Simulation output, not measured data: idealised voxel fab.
voxel air gaps: a process module
Square cell edge 5 nm, section width 215 nm, ID cut.
Format of a cross-section: grid, square cells. Given as bands. Order: top down. Band: one or more rows of cells. Within each band entry, the heights of the top and of the bottom of the band appear first, in that order and in nm; the materials of the band then follow from left to right, each with its corresponding width in nm. The designation "all across" on a single material indicates that it fills the band from edge to edge; the designation "blank" indicates empty space. We count height from 0. Below that, the starting wafer is all one material. The lowest band never ends at the bottom but goes on down; see "0 and below" for how that is written. When a width is written as two numbers, as in "30->40", the first number is the width in the top row of cells of the band and the second is the width in its bottom row, and the width changes by the same amount from each row to the next. "no change occurred" -> step changed no cross-section cell. Basically, "closed voids" tells you about the enclosed voids: empty spaces with no open way to the top, 8 cells or bigger, each written width x height at distance, where distance is from the left edge, all in nm. Text after the settings on a step's line: the simulator's own remark on that step. When a step includes a mask, the "overlay nm" setting on its line states how far to the right of its planned place that mask lay, and negative values state how far to the left.

Intended process steps:
1 RECEIVE [material Si]
2 CONFORMAL_DEP [material SiO2] [thk nm 10]
3 CONFORMAL_DEP [material SiN] [thk nm 5]
4 DIRECTIONAL_DEP [material SiO2] [thk nm 35]
5 DIRECTIONAL_DEP [material aC] [thk nm 10]
6 PATTERN [tone open] [mask id LINES] [material resist] [width nm 25] [pitch nm 55] [thk nm 25] [overlay nm 0]
7 DIRECTIONAL_ETCH [etch materials aC] [depth nm 10]
8 STRIP [etch materials resist]
9 DIRECTIONAL_ETCH [etch materials SiO2] [depth nm 35]
10 STRIP [etch materials aC]
11 CONFORMAL_DEP [material TiN] [thk nm 5]
12 FILL_DEP [material Cu] [thk nm 5]
13 CMP [height nm 50]
14 EPI [material Ru] [thk nm 10]
15 SELECTIVE_ETCH [etch materials SiO2] [depth nm 45]
16 CONFORMAL_DEP [material SiCN] [thk nm 5]

What follows covers the first of two wafers; it ran as planned:

Wafer as received: cross-section following step 1:
	0 and below = Si all across
	closed voids: none

The following cross-section depicts the wafer upon completion of step 2:
	10 down to 0 = SiO2 all across
	below 0: unchanged

The following cross-section depicts the wafer upon completion of step 3:
	15 down to 10 = SiN all across
	below 10: unchanged

The following cross-section depicts the wafer upon completion of step 4:
	50 down to 15 = SiO2 all across
	below 15: unchanged

The following cross-section depicts the wafer upon completion of step 5:
	60 down to 50 = aC all across
	below 50: unchanged

The following cross-section depicts the wafer upon completion of step 6:
	85 down to 60 = 40 nm resist  25 nm blank  30 nm resist  25 nm blank  30 nm resist  25 nm blank  40 nm resist
	below 60: unchanged

The following cross-section depicts the wafer upon completion of step 7:
	75 down to 60 = 40 nm resist  25 nm blank  30 nm resist  25 nm blank  30 nm resist  25 nm blank  40 nm resist
	60 down to 50 = 40 nm aC  25 nm blank  30 nm aC  25 nm blank  30 nm aC  25 nm blank  40 nm aC
	below 50: unchanged

The following cross-section depicts the wafer upon completion of step 8:
	60 down to 50 = 40 nm aC  25 nm blank  30 nm aC  25 nm blank  30 nm aC  25 nm blank  40 nm aC
	below 50: unchanged

The following cross-section depicts the wafer upon completion of step 9:
	60 down to 50 = 40 nm aC  25 nm blank  30 nm aC  25 nm blank  30 nm aC  25 nm blank  40 nm aC
	50 down to 15 = 40 nm SiO2  25 nm blank  30 nm SiO2  25 nm blank  30 nm SiO2  25 nm blank  40 nm SiO2
	below 15: unchanged

The following cross-section depicts the wafer upon completion of step 10:
	50 down to 15 = 40 nm SiO2  25 nm blank  30 nm SiO2  25 nm blank  30 nm SiO2  25 nm blank  40 nm SiO2
	below 15: unchanged

The following cross-section depicts the wafer upon completion of step 11:
	55 down to 50 = 45 nm TiN  15 nm blank  40 nm TiN  15 nm blank  40 nm TiN  15 nm blank  45 nm TiN
	50 down to 20 = 40 nm SiO2  5 nm TiN  15 nm blank  5 nm TiN  30 nm SiO2  5 nm TiN  15 nm blank  5 nm TiN  30 nm SiO2  5 nm TiN  15 nm blank  5 nm TiN  40 nm SiO2
	20 down to 15 = 40 nm SiO2  25 nm TiN  30 nm SiO2  25 nm TiN  30 nm SiO2  25 nm TiN  40 nm SiO2
	below 15: unchanged

The following cross-section depicts the wafer upon completion of step 12:
	60 down to 55 = Cu all across
	55 down to 50 = 45 nm TiN  15 nm Cu  40 nm TiN  15 nm Cu  40 nm TiN  15 nm Cu  45 nm TiN
	50 down to 20 = 40 nm SiO2  5 nm TiN  15 nm Cu  5 nm TiN  30 nm SiO2  5 nm TiN  15 nm Cu  5 nm TiN  30 nm SiO2  5 nm TiN  15 nm Cu  5 nm TiN  40 nm SiO2
	below 20: unchanged

The following cross-section depicts the wafer upon completion of step 13:
	50 down to 20 = 40 nm SiO2  5 nm TiN  15 nm Cu  5 nm TiN  30 nm SiO2  5 nm TiN  15 nm Cu  5 nm TiN  30 nm SiO2  5 nm TiN  15 nm Cu  5 nm TiN  40 nm SiO2
	below 20: unchanged

The following cross-section depicts the wafer upon completion of step 14:
	60 down to 50 = 30 nm blank  45 nm Ru  10 nm blank  45 nm Ru  10 nm blank  45 nm Ru  30 nm blank
	below 50: unchanged

The following cross-section depicts the wafer upon completion of step 15:
	60 down to 50 = 30 nm blank  45 nm Ru  10 nm blank  45 nm Ru  10 nm blank  45 nm Ru  30 nm blank
	50 down to 20 = 40 nm blank  5 nm TiN  15 nm Cu  5 nm TiN  30 nm blank  5 nm TiN  15 nm Cu  5 nm TiN  30 nm blank  5 nm TiN  15 nm Cu  5 nm TiN  40 nm blank
	20 down to 15 = 40 nm blank  25 nm TiN  30 nm blank  25 nm TiN  30 nm blank  25 nm TiN  40 nm blank
	below 15: unchanged

The following cross-section depicts the wafer upon completion of step 16:
	65 down to 60 = 25 nm blank  165 nm SiCN  25 nm blank
	60 down to 50 = 25 nm blank  5 nm SiCN  45 nm Ru  10 nm SiCN  45 nm Ru  10 nm SiCN  45 nm Ru  5 nm SiCN  25 nm blank
	50 down to 45 = 25 nm blank  15 nm SiCN  5 nm TiN  15 nm Cu  5 nm TiN  30 nm SiCN  5 nm TiN  15 nm Cu  5 nm TiN  30 nm SiCN  5 nm TiN  15 nm Cu  5 nm TiN  15 nm SiCN  25 nm blank
	45 down to 20 = 35 nm blank  5 nm SiCN  5 nm TiN  15 nm Cu  5 nm TiN  5 nm SiCN  20 nm blank  5 nm SiCN  5 nm TiN  15 nm Cu  5 nm TiN  5 nm SiCN  20 nm blank  5 nm SiCN  5 nm TiN  15 nm Cu  5 nm TiN  5 nm SiCN  35 nm blank
	20 down to 15 = 40 nm SiCN  25 nm TiN  30 nm SiCN  25 nm TiN  30 nm SiCN  25 nm TiN  40 nm SiCN
	below 15: unchanged
	closed voids: 20 x 25 at 70; 20 x 25 at 125

Second wafer, same starting state and plan as the first, one mistake in the run, identical through step 15:

Cross-section: second wafer, time at which step 16 was scheduled to end: no change occurred
The mistake made against the process plan was this: step 16 of the plan was jumped over and never run
FYI, end of process, the second wafer has more or fewer cells of some materials than the first: SiCN -121
On completion, 0 closed voids are found in the second wafer, whereas the first wafer has 2.
